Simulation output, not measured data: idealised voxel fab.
You're looking at the process module voxel transistor to metal.
Cross-sectional view cut (width: 275 nm; square cell size: 5 nm).
The cross-sections in this document take the form of a grid made of square cells. They are written out as bands, in order from top to bottom. Each band consists of one or more rows of cells. Top height, bottom height, nm. Materials left to right, width each, nm. Single material + "all across" = fills band edge to edge. "air" = empty. Where do heights start? At 0: under that level the wafer as delivered is made of one material only. And the lowest band has no floor; it just carries on downward, as in "0 down". The expression "30..40" gives the width at the extremes of the band, the first number at its top row of cells and the second at its bottom row, with the width changing by equal amounts from each row to the next in between. The cross-section has no changed cell in any step marked "nothing got changed". The label "Enclosed internal voids" introduces a list of the empty spaces, 8 cells or larger, that have no open way up to the top; each entry in it reads width x height at distance, where the distance is taken from the left edge and all three are stated in nm. Whatever follows a step's settings on its line is a remark the simulator itself makes about that step. overlay nm: step with mask; distance mask lay right of planned place; negative value = left of planned place.
-- Intended process steps
1: RECEIVE | material Si
2: OXIDIZE | depth nm 5
3: CONFORMAL_DEP | material SiN | thk nm 15
4: DIRECTIONAL_DEP | material aC | thk nm 15
5: PATTERN | tone cover | mask id ACTIVE | material resist | width nm 105 | pitch nm 130 | thk nm 30 | overlay nm 0
6: DIRECTIONAL_ETCH | etch materials aC | depth nm 15
7: STRIP | etch materials resist
8: DIRECTIONAL_ETCH | etch materials SiN | depth nm 15
9: DIRECTIONAL_ETCH | etch materials SiO2 | depth nm 5
10: DIRECTIONAL_ETCH | etch materials Si | depth nm 25
11: STRIP | etch materials aC
12: FILL_DEP | material SiO2 | thk nm 10
13: CMP | height nm 15
14: SELECTIVE_ETCH | etch materials SiO2 | depth nm 5
15: STRIP | etch materials SiN
16: SELECTIVE_ETCH | etch materials SiO2 | depth nm 5
17: OXIDIZE | depth nm 5
18: DIRECTIONAL_DEP | material polySi | thk nm 30
19: DIRECTIONAL_DEP | material SiCN | thk nm 15
20: DIRECTIONAL_DEP | material aC | thk nm 10
21: PATTERN | tone cover | mask id GATE | material resist | width nm 25 | pitch nm 130 | thk nm 30 | overlay nm 0
22: DIRECTIONAL_ETCH | etch materials aC | depth nm 10
23: STRIP | etch materials resist
24: DIRECTIONAL_ETCH | etch materials SiCN | depth nm 25
25: DIRECTIONAL_ETCH | etch materials polySi | depth nm 40
26: STRIP | etch materials aC
27: CONFORMAL_DEP | material SiN | thk nm 5
28: DIRECTIONAL_ETCH | etch materials SiN | depth nm 5
29: DIRECTIONAL_ETCH | etch materials SiO2 | depth nm 5
30: DIRECTIONAL_ETCH | etch materials Si | depth nm 15
31: EPI | material pSi | thk nm 20
32: FILL_DEP | material SiO2 | thk nm 5
33: CMP | height nm 40
34: DIRECTIONAL_DEP | material SiO2 | thk nm 15
35: PATTERN | tone open | mask id CONTACT | material resist | width nm 30 | pitch nm 65 | thk nm 15 | overlay nm 0
36: DIRECTIONAL_ETCH | etch materials SiO2 | depth nm 60
37: STRIP | etch materials resist
38: CONFORMAL_DEP | material TiN | thk nm 5
39: FILL_DEP | material W | thk nm 5
40: CMP | height nm 55
41: DIRECTIONAL_DEP | material TiN | thk nm 5
42: DIRECTIONAL_DEP | material W | thk nm 25
43: MASKED_ETCH | tone cover | mask id METAL_1 | width nm 15 | etch materials W | depth nm 25 | overlay nm 0
44: MASKED_ETCH | tone cover | mask id METAL_1 | width nm 15 | etch materials TiN | depth nm 5 | overlay nm 0
45: CONFORMAL_DEP | material SiCN | thk nm 5
46: FILL_DEP | material SiO2 | thk nm 5
47: CMP | height nm 85
48: CONFORMAL_DEP | material SiN | thk nm 5
-- Cross-sectional view of the wafer in its as-received condition, corresponding to the state after step 1
  0 down  Si all across
  Enclosed internal voids: none
-- End-of-module cross-section. Starting structure and process plan as above; one mistake made in running it
  90 to 85  SiN all across
  85 to 60  20 nm SiO2, then 5 nm SiCN, then 15 nm W, then 5 nm SiCN, then 55 nm SiO2, then 5 nm SiCN, then 15 nm W, then 5 nm SiCN, then 25 nm SiO2, then 5 nm SiCN, then 15 nm W, then 5 nm SiCN, then 55 nm SiO2, then 5 nm SiCN, then 15 nm W, then 5 nm SiCN, then 20 nm SiO2
  60 to 55  25 nm SiCN, then 15 nm TiN, then 65 nm SiCN, then 15 nm TiN, then 35 nm SiCN, then 15 nm TiN, then 65 nm SiCN, then 15 nm TiN, then 25 nm SiCN
  55 to 45  25 nm SiO2, then 5 nm TiN, then 20 nm W, then 5 nm TiN, then 35 nm SiO2, then 5 nm TiN, then 20 nm W, then 5 nm TiN, then 35 nm SiO2, then 5 nm TiN, then 20 nm W, then 5 nm TiN, then 35 nm SiO2, then 5 nm TiN, then 20 nm W, then 5 nm TiN, then 25 nm SiO2
  45 to 40  25 nm SiO2, then 5 nm TiN, then 10 nm W, then 15 nm TiN, then 35 nm SiO2, then 5 nm TiN, then 20 nm W, then 5 nm TiN, then 35 nm SiO2, then 5 nm TiN, then 10 nm W, then 15 nm TiN, then 35 nm SiO2, then 5 nm TiN, then 20 nm W, then 5 nm TiN, then 25 nm SiO2
  40 to 25  25 nm SiO2, then 5 nm TiN, then 10 nm W, then 5 nm TiN, then 5 nm SiN, then 25 nm SiCN, then 5 nm SiN, then 10 nm SiO2, then 5 nm TiN, then 20 nm W, then 5 nm TiN, then 35 nm SiO2, then 5 nm TiN, then 10 nm W, then 5 nm TiN, then 5 nm SiN, then 25 nm SiCN, then 5 nm SiN, then 10 nm SiO2, then 5 nm TiN, then 20 nm W, then 5 nm TiN, then 25 nm SiO2
  25 to 15  25 nm SiO2, then 5 nm TiN, then 10 nm W, then 5 nm TiN, then 5 nm SiN, then 25 nm polySi, then 5 nm SiN, then 10 nm SiO2, then 5 nm TiN, then 20 nm W, then 5 nm TiN, then 35 nm SiO2, then 5 nm TiN, then 10 nm W, then 5 nm TiN, then 5 nm SiN, then 25 nm polySi, then 5 nm SiN, then 10 nm SiO2, then 5 nm TiN, then 20 nm W, then 5 nm TiN, then 25 nm SiO2
  15 to 10  25 nm SiO2, then 20 nm TiN, then 5 nm SiN, then 25 nm polySi, then 5 nm SiN, then 10 nm SiO2, then 15 nm TiN, then 10 nm W, then 5 nm TiN, then 35 nm SiO2, then 20 nm TiN, then 5 nm SiN, then 25 nm polySi, then 5 nm SiN, then 10 nm SiO2, then 15 nm TiN, then 10 nm W, then 5 nm TiN, then 25 nm SiO2
  10 to 5  25 nm SiO2, then 20 nm pSi, then 5 nm SiN, then 25 nm polySi, then 5 nm SiN, then 20 nm pSi, then 5 nm TiN, then 10 nm W, then 5 nm TiN, then 35 nm SiO2, then 20 nm pSi, then 5 nm SiN, then 25 nm polySi, then 5 nm SiN, then 20 nm pSi, then 5 nm TiN, then 10 nm W, then 5 nm TiN, then 25 nm SiO2
  5 to 0  15 nm SiO2, then 5 nm SiN, then 5 nm SiO2, then 20 nm pSi, then 5 nm SiN, then 25 nm polySi, then 5 nm SiN, then 20 nm pSi, then 5 nm TiN, then 10 nm W, then 5 nm TiN, then 5 nm SiO2, then 5 nm SiN, then 15 nm SiO2, then 5 nm SiN, then 5 nm SiO2, then 20 nm pSi, then 5 nm SiN, then 25 nm polySi, then 5 nm SiN, then 20 nm pSi, then 5 nm TiN, then 10 nm W, then 5 nm TiN, then 5 nm SiO2, then 5 nm SiN, then 15 nm SiO2
  0 to -5  15 nm SiO2, then 5 nm SiN, then 5 nm SiO2, then 20 nm pSi, then 5 nm SiN, then 25 nm polySi, then 5 nm SiN, then 20 nm pSi, then 20 nm TiN, then 5 nm SiO2, then 5 nm SiN, then 15 nm SiO2, then 5 nm SiN, then 5 nm SiO2, then 20 nm pSi, then 5 nm SiN, then 25 nm polySi, then 5 nm SiN, then 20 nm pSi, then 20 nm TiN, then 5 nm SiO2, then 5 nm SiN, then 15 nm SiO2
  -5 to -10  20 nm SiO2, then 25 nm pSi, then 35 nm SiO2, then 45 nm pSi, then 25 nm SiO2, then 25 nm pSi, then 35 nm SiO2, then 45 nm pSi, then 20 nm SiO2
  -10 to -25  20 nm SiO2, then 25 nm pSi, then 35 nm Si, then 45 nm pSi, then 25 nm SiO2, then 25 nm pSi, then 35 nm Si, then 45 nm pSi, then 20 nm SiO2
  -25 to -30  20 nm SiO2, then 105 nm Si, then 25 nm SiO2, then 105 nm Si, then 20 nm SiO2
  -30 down  Si all across
  Enclosed internal voids: none
Nonconformance to the process plan: step 21 changed vs plan, executed as PATTERN | tone cover | mask id GATE | material resist | width nm 25 | pitch nm 130 | thk nm 30 | overlay nm -10
